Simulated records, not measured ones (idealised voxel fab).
Herein follows the process module entitled voxel transistor to metal.
Square cells of 5 nm make up the cross-section cut, whose width is 200 nm.
If you're reading a cross-section in this doc, picture square cells in a grid; it comes to you as bands, top ones listed first down to the bottom, and a band can be one or more rows of cells. It is stipulated that each band's entry specify, in nanometres, the height of the top of the band and then that of its bottom, followed by the materials of the band in left-to-right sequence, each together with its width in nanometres. A single material marked by the word "everywhere" is understood to fill the band from edge to edge; the word "air" is understood to denote empty space. Height 0 is the level under which the wafer as received is all one material. The lowest band goes on downwards, as in "0..down". You'd read "30..40" like this: the band's top row of cells is as wide as the first number, its bottom row is as wide as the second, and going down, every row changes width by the same amount as the row before did. It should be understood that the words "remains unaltered", when stated for a given step, signify that the cross-section underwent no change in any of its cells during that step. This entry, "Sealed void list", enumerates those empty regions of no fewer than 8 cells that possess no open connection to the top. Each region is reported in the form width x height at distance, the distance being taken from the left edge, with all three quantities expressed in nm. Heads up: the bit after the settings on a step's line is the simulator's remark on that step. Regarding "overlay nm": on a step with a mask, it is the distance the mask lay to the right of its planned place; a negative value places it to the left.
[plan]
step 1: RECEIVE [material Si]
step 2: CONFORMAL_DEP [material SiO2] [thk nm 5]
step 3: CONFORMAL_DEP [material SiN] [thk nm 15]
step 4: PATTERN [tone cover] [mask id ACTIVE] [material resist] [width nm 100] [thk nm 15] [overlay nm 0]
step 5: DIRECTIONAL_ETCH [etch materials SiN] [depth nm 15]
step 6: DIRECTIONAL_ETCH [etch materials SiO2] [depth nm 5]
step 7: DIRECTIONAL_ETCH [etch materials Si] [depth nm 30]
step 8: STRIP [etch materials resist]
step 9: OXIDIZE [depth nm 5]
step 10: FILL_DEP [material SiO2] [thk nm 5]
step 11: CMP [height nm 20]
step 12: SELECTIVE_ETCH [etch materials SiO2] [depth nm 15]
step 13: STRIP [etch materials SiN]
step 14: SELECTIVE_ETCH [etch materials SiO2] [depth nm 5]
step 15: OXIDIZE [depth nm 5]
step 16: DIRECTIONAL_DEP [material polySi] [thk nm 20]
step 17: DIRECTIONAL_DEP [material SiCN] [thk nm 15]
step 18: PATTERN [tone cover] [mask id GATE] [material resist] [width nm 20] [thk nm 20] [overlay nm 0]
step 19: DIRECTIONAL_ETCH [etch materials SiCN] [depth nm 25]
step 20: DIRECTIONAL_ETCH [etch materials polySi] [depth nm 30]
step 21: STRIP [etch materials resist]
step 22: CONFORMAL_DEP [material SiO2] [thk nm 5]
step 23: DIRECTIONAL_ETCH [etch materials SiO2] [depth nm 5]
step 24: CONFORMAL_DEP [material SiN] [thk nm 5]
step 25: DIRECTIONAL_ETCH [etch materials SiN] [depth nm 5]
step 26: DIRECTIONAL_ETCH [etch materials SiO2] [depth nm 5]
step 27: DIRECTIONAL_ETCH [etch materials Si] [depth nm 10]
step 28: EPI [material pSi] [thk nm 15]
step 29: FILL_DEP [material SiO2] [thk nm 5]
step 30: CMP [height nm 35]
step 31: DIRECTIONAL_DEP [material SiO2] [thk nm 10]
step 32: DIRECTIONAL_DEP [material aC] [thk nm 15]
step 33: PATTERN [tone open] [mask id CONTACT] [material resist] [width nm 30] [pitch nm 60] [thk nm 30] [overlay nm 0]
step 34: DIRECTIONAL_ETCH [etch materials aC] [depth nm 15]
step 35: STRIP [etch materials resist]
step 36: DIRECTIONAL_ETCH [etch materials SiO2] [depth nm 45]
step 37: STRIP [etch materials aC]
step 38: CONFORMAL_DEP [material TiN] [thk nm 5]
step 39: FILL_DEP [material Ru] [thk nm 10]
step 40: CMP [height nm 45]
step 41: DIRECTIONAL_DEP [material TiN] [thk nm 5]
step 42: DIRECTIONAL_DEP [material W] [thk nm 15]
step 43: PATTERN [tone cover] [mask id METAL_1] [material resist] [width nm 20] [pitch nm 70] [thk nm 15] [overlay nm 0]
step 44: DIRECTIONAL_ETCH [etch materials W] [depth nm 15]
step 45: DIRECTIONAL_ETCH [etch materials TiN] [depth nm 5]
step 46: STRIP [etch materials resist]
step 47: FILL_DEP [material lowk] [thk nm 5]
step 48: CMP [height nm 65]
step 49: CONFORMAL_DEP [material SiCN] [thk nm 5]
step 50: DIRECTIONAL_DEP [material lowk] [thk nm 30]
step 51: MASKED_ETCH [tone open] [mask id METAL_2_HOLES] [width nm 15] [pitch nm 70] [etch materials lowk] [depth nm 30] [overlay nm 0]
step 52: MASKED_ETCH [tone open] [mask id METAL_2] [width nm 20] [pitch nm 70] [etch materials lowk] [depth nm 20] [overlay nm 0]
step 53: MASKED_ETCH [tone open] [mask id METAL_2] [width nm 20] [pitch nm 70] [etch materials SiCN] [depth nm 5] [overlay nm 0]
step 54: CONFORMAL_DEP [material TiN] [thk nm 5]
step 55: FILL_DEP [material Ru] [thk nm 5]
step 56: CMP [height nm 100]
step 57: CONFORMAL_DEP [material SiN] [thk nm 5]
Heads up: all these wafers start the same, and what changes between them is the width nm in step 51. The value you see in the plan is just what the first wafer got.
[As received, i.e. after step 1: cross-section through the first of several wafers]
	0..down | Si everywhere
	Sealed void list: none
[The table below has one row for each wafer; a row shows, as of the end of the module, how many cells of each material the wafer has gained, marked (+), or lost, marked (-), since it was received, and then the wafer's closed voids]
width nm 15; +56 Ru; -192 Si; +46 SiCN; +54 SiN; +384 SiO2; +84 TiN; +24 W; +324 lowk; +44 pSi; +16 polySi; Sealed void list: none
width nm 20; +62 Ru; -192 Si; +44 SiCN; +54 SiN; +384 SiO2; +84 TiN; +24 W; +320 lowk; +44 pSi; +16 polySi; Sealed void list: none
width nm 25; +72 Ru; -192 Si; +44 SiCN; +54 SiN; +384 SiO2; +86 TiN; +24 W; +308 lowk; +44 pSi; +16 polySi; Sealed void list: none
width nm 30; +82 Ru; -192 Si; +44 SiCN; +54 SiN; +384 SiO2; +88 TiN; +24 W; +296 lowk; +44 pSi; +16 polySi; Sealed void list: none
